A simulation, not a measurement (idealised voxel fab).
process module | voxel double patterning
cross-section cut | 250 nm wide | cells 5 nm
A cross-section is a grid of square cells, given in bands from the top down. A band is one or more rows of cells.
Each band's line starts with the height of the band's top and of its bottom, in nm. Then come its materials from left to right, each with its width in nm. One material with "throughout" fills the band from edge to edge. "air" is empty space.
Height 0 is the level under which the wafer as received is all one material. The lowest band goes on downwards, as in "0 down".
A width such as "30 to 40" changes by the same amount from each row of cells to the next, from the band's top row to its bottom row.
"no change" after a step means that no cell of the cross-section changed.
closed voids: empty space of 8 cells or more with no open way to the top, each as width x height at its distance from the left edge, in nm
after a step's settings: what the simulator itself notes on the step
overlay nm, on a step with a mask: how far to the right of its planned place the mask lay; to the left if negative
plan
1 op RECEIVE | material Si
2 op CONFORMAL_DEP | material SiN | thk nm 5
3 op DIRECTIONAL_DEP | material SiO2 | thk nm 20
4 op DIRECTIONAL_DEP | material SiCN | thk nm 10
5 op DIRECTIONAL_DEP | material aC | thk nm 5
6 op PATTERN | tone open | mask id FIRST | material resist | width nm 15 | pitch nm 50 | thk nm 35 | overlay nm 0
7 op DIRECTIONAL_ETCH | etch materials aC | depth nm 15
8 op STRIP | etch materials resist
9 op DIRECTIONAL_ETCH | etch materials SiCN | depth nm 10
10 op STRIP | etch materials aC
11 op MASKED_ETCH | tone open | mask id SECOND | width nm 15 | etch materials SiCN | depth nm 10 | overlay nm 0
12 op DIRECTIONAL_ETCH | etch materials SiO2 | depth nm 20
13 op STRIP | etch materials SiCN
varied across the wafers: thk nm of step 5. The plan shows the first wafer's value. All wafers start alike
first wafer as received, after step 1
  0 down: Si throughout
  closed voids: none
first wafer at the end, after step 13
  25 to 5: SiO2 90 | air 15 | SiO2 10 | air 15 | SiO2 10 | air 15 | SiO2 95
  5 to 0: SiN throughout
  0 down: Si throughout
  closed voids: none
last wafer at the end
  25 to 5: SiO2 115 | air 15 | SiO2 120
  5 to 0: SiN throughout
  0 down: Si throughout
  closed voids: none
each wafer at the end: cells of each material gained (+) or lost (-) since it was received, then its closed voids
thk nm 5 | +50 SiN | +164 SiO2 | closed voids: none
thk nm 10 | +50 SiN | +164 SiO2 | closed voids: none
thk nm 15 | +50 SiN | +164 SiO2 | closed voids: none
thk nm 20 | +50 SiN | +188 SiO2 | closed voids: none
thk nm 25 | +50 SiN | +188 SiO2 | closed voids: none
thk nm 30 | +50 SiN | +188 SiO2 | closed voids: none
